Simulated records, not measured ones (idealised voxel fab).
process module | voxel wiring stack
185 nm wide, 5 nm square cells: that's cross-section cut.
Cross-section spec: square-cell grid; bands listed top down; each band is one or more rows.
Each band's line starts with the height of the band's top and of its bottom, in nm. Then come its materials from left to right, each with its width in nm. One material with "throughout" fills the band from edge to edge. "air" is empty space.
Heights from 0 (as-received wafer is one material below). Bottom band endless downward, as "0 -> down".
The width entry "30..40" should be interpreted row by row: the top row of cells in the band takes the first number, the bottom row takes the second number, and the change between adjacent rows is uniform throughout.
Given "stayed the same" for a step, no cell of the cross-section differs between before and after that step.
"Sealed cavities": sealed empty spaces, 8 cells or more, no open way to top, listed width x height at distance, with distance from the left edge and width, height and distance in nm.
The remark found on a step's line after its settings is issued by the simulator itself and pertains to that step.
If you see "overlay nm" on a step's line and that step has a mask, it's telling you how far right of where it was planned the mask ended up; a negative number means it went left instead.

-- The process steps that were planned are listed below
step 1: RECEIVE with material Si
step 2: CONFORMAL_DEP with material SiO2, thk nm 15
step 3: DIRECTIONAL_DEP with material TiN, thk nm 5
step 4: DIRECTIONAL_DEP with material Ru, thk nm 25
step 5: PATTERN with tone cover, mask id METAL_1, material resist, width nm 30, pitch nm 45, thk nm 15, overlay nm -15
step 6: DIRECTIONAL_ETCH with etch materials Ru, depth nm 25
step 7: DIRECTIONAL_ETCH with etch materials TiN, depth nm 5
step 8: STRIP with etch materials resist
step 9: CONFORMAL_DEP with material SiCN, thk nm 5
step 10: FILL_DEP with material SiO2, thk nm 5
step 11: CMP with height nm 45
step 12: CONFORMAL_DEP with material SiCN, thk nm 5
step 13: DIRECTIONAL_DEP with material lowk, thk nm 10
step 14: DIRECTIONAL_DEP with material aC, thk nm 15
step 15: PATTERN with tone open, mask id PLUG_1, material resist, width nm 15, pitch nm 90, thk nm 30, overlay nm 0
step 16: DIRECTIONAL_ETCH with etch materials aC, depth nm 15
step 17: STRIP with etch materials resist
step 18: DIRECTIONAL_ETCH with etch materials lowk, depth nm 10
step 19: DIRECTIONAL_ETCH with etch materials SiCN, depth nm 5
step 20: STRIP with etch materials aC
step 21: EPI with material Ru, thk nm 10
step 22: EPI with material Ru, thk nm 5
step 23: CONFORMAL_DEP with material SiN, thk nm 5
step 24: DIRECTIONAL_DEP with material lowk, thk nm 25
step 25: MASKED_ETCH with tone open, mask id METAL_2, width nm 30, pitch nm 45, etch materials lowk, depth nm 25, overlay nm 0
step 26: MASKED_ETCH with tone open, mask id METAL_2, width nm 30, pitch nm 45, etch materials SiN, depth nm 5, overlay nm 0
step 27: CONFORMAL_DEP with material TiN, thk nm 5
step 28: FILL_DEP with material Cu, thk nm 5
step 29: CMP with height nm 90
step 30: EPI with material Ru, thk nm 5
step 31: FILL_DEP with material SiCN, thk nm 5
step 32: DIRECTIONAL_DEP with material lowk, thk nm 25
step 33: DIRECTIONAL_DEP with material aC, thk nm 15
step 34: PATTERN with tone open, mask id METAL_3_HOLES, material resist, width nm 15, pitch nm 45, thk nm 35, overlay nm 0
step 35: DIRECTIONAL_ETCH with etch materials aC, depth nm 15
step 36: STRIP with etch materials resist
step 37: DIRECTIONAL_ETCH with etch materials lowk, depth nm 25
step 38: STRIP with etch materials aC
step 39: DIRECTIONAL_DEP with material aC, thk nm 10
step 40: PATTERN with tone open, mask id METAL_3, material resist, width nm 30, pitch nm 45, thk nm 30, overlay nm 0
step 41: DIRECTIONAL_ETCH with etch materials aC, depth nm 10
step 42: STRIP with etch materials resist
step 43: DIRECTIONAL_ETCH with etch materials lowk, depth nm 15
step 44: DIRECTIONAL_ETCH with etch materials SiCN, depth nm 5
step 45: STRIP with etch materials aC
step 46: CONFORMAL_DEP with material TiN, thk nm 5
step 47: FILL_DEP with material Cu, thk nm 10
step 48: CMP with height nm 125
step 49: CONFORMAL_DEP with material SiN, thk nm 5
The plan shows the overlay nm of step 5 as the first wafer had it; this setting differs between the wafers, which start out alike.

-- The first of several wafers, as received after step 1, seen in section
- 0 -> down | Si throughout
- Sealed cavities: none

-- Here is the cross-section of the first of several wafers at the end of the module, after its last step, step 49
- 130 -> 125 | SiN throughout
- 125 -> 115 | lowk: 30; TiN: 5; Cu: 20; TiN: 5; lowk: 15; TiN: 5; Cu: 20; TiN: 5; lowk: 15; TiN: 5; Cu: 20; TiN: 5; lowk: 35
- 115 -> 110 | lowk: 30; TiN: 5; Cu: 5; TiN: 20; lowk: 15; TiN: 5; Cu: 5; TiN: 20; lowk: 15; TiN: 5; Cu: 5; TiN: 20; lowk: 35
- 110 -> 100 | lowk: 30; TiN: 5; Cu: 5; TiN: 5; lowk: 30; TiN: 5; Cu: 5; TiN: 5; lowk: 30; TiN: 5; Cu: 5; TiN: 5; lowk: 50
- 100 -> 95 | SiCN: 30; TiN: 15; SiCN: 30; TiN: 15; SiCN: 30; TiN: 15; SiCN: 50
- 95 -> 90 | SiCN: 25; Ru: 40; SiCN: 5; Ru: 40; SiCN: 5; Ru: 40; SiCN: 30
- 90 -> 65 | lowk: 30; TiN: 5; Cu: 20; TiN: 5; lowk: 15; TiN: 5; Cu: 20; TiN: 5; lowk: 15; TiN: 5; Cu: 20; TiN: 5; lowk: 35
- 65 -> 60 | SiN: 30; TiN: 30; SiN: 15; TiN: 30; SiN: 15; TiN: 30; SiN: 35
- 60 -> 50 | lowk: 30; Ru: 15; lowk: 75; Ru: 15; lowk: 50
- 50 -> 45 | SiCN: 30; Ru: 15; SiCN: 75; Ru: 15; SiCN: 50
- 45 -> 20 | SiO2: 10; SiCN: 5; Ru: 30; SiCN: 5; SiO2: 5; SiCN: 5; Ru: 30; SiCN: 5; SiO2: 5; SiCN: 5; Ru: 30; SiCN: 5; SiO2: 45
- 20 -> 15 | SiCN: 15; TiN: 30; SiCN: 15; TiN: 30; SiCN: 15; TiN: 30; SiCN: 50
- 15 -> 0 | SiO2 throughout
- 0 -> down | Si throughout
- Sealed cavities: none

-- Here's the last wafer cross-sectioned at the end of the module
- 130 -> 125 | SiN throughout
- 125 -> 115 | lowk: 30; TiN: 5; Cu: 20; TiN: 5; lowk: 15; TiN: 5; Cu: 20; TiN: 5; lowk: 15; TiN: 5; Cu: 20; TiN: 5; lowk: 35
- 115 -> 110 | lowk: 30; TiN: 5; Cu: 5; TiN: 20; lowk: 15; TiN: 5; Cu: 5; TiN: 20; lowk: 15; TiN: 5; Cu: 5; TiN: 20; lowk: 35
- 110 -> 100 | lowk: 30; TiN: 5; Cu: 5; TiN: 5; lowk: 30; TiN: 5; Cu: 5; TiN: 5; lowk: 30; TiN: 5; Cu: 5; TiN: 5; lowk: 50
- 100 -> 95 | SiCN: 30; TiN: 15; SiCN: 30; TiN: 15; SiCN: 30; TiN: 15; SiCN: 50
- 95 -> 90 | SiCN: 25; Ru: 40; SiCN: 5; Ru: 40; SiCN: 5; Ru: 40; SiCN: 30
- 90 -> 65 | lowk: 30; TiN: 5; Cu: 20; TiN: 5; lowk: 15; TiN: 5; Cu: 20; TiN: 5; lowk: 15; TiN: 5; Cu: 20; TiN: 5; lowk: 35
- 65 -> 60 | SiN: 30; TiN: 30; SiN: 15; TiN: 30; SiN: 15; TiN: 30; SiN: 35
- 60 -> 50 | lowk: 30; SiN: 5; TiN: 5; SiN: 5; lowk: 75; SiN: 5; TiN: 5; SiN: 5; lowk: 50
- 50 -> 45 | SiCN: 30; SiN: 5; TiN: 5; SiN: 5; SiCN: 75; SiN: 5; TiN: 5; SiN: 5; SiCN: 50
- 45 -> 20 | SiO2: 40; SiCN: 5; Ru: 30; SiCN: 5; SiO2: 5; SiCN: 5; Ru: 30; SiCN: 5; SiO2: 5; SiCN: 5; Ru: 30; SiCN: 5; SiO2: 15
- 20 -> 15 | SiCN: 45; TiN: 30; SiCN: 15; TiN: 30; SiCN: 15; TiN: 30; SiCN: 20
- 15 -> 0 | SiO2 throughout
- 0 -> down | Si throughout
- Sealed cavities: none

-- Per wafer, end of module: cells gained (+) or lost (-) per material since receipt, then closed voids
overlay nm -15; +93 Cu; +132 Ru; +121 SiCN; +56 SiN; +176 SiO2; +114 TiN; +270 lowk; Sealed cavities: none
overlay nm -10; +93 Cu; +132 Ru; +121 SiCN; +56 SiN; +176 SiO2; +114 TiN; +270 lowk; Sealed cavities: none
overlay nm -5; +93 Cu; +132 Ru; +121 SiCN; +56 SiN; +176 SiO2; +114 TiN; +270 lowk; Sealed cavities: none
overlay nm 0; +93 Cu; +132 Ru; +121 SiCN; +56 SiN; +176 SiO2; +114 TiN; +270 lowk; Sealed cavities: none
overlay nm 5; +93 Cu; +132 Ru; +121 SiCN; +56 SiN; +176 SiO2; +114 TiN; +270 lowk; Sealed cavities: none
overlay nm 10; +93 Cu; +132 Ru; +121 SiCN; +56 SiN; +176 SiO2; +114 TiN; +270 lowk; Sealed cavities: none
overlay nm 15; +93 Cu; +114 Ru; +121 SiCN; +68 SiN; +176 SiO2; +120 TiN; +270 lowk; Sealed cavities: none
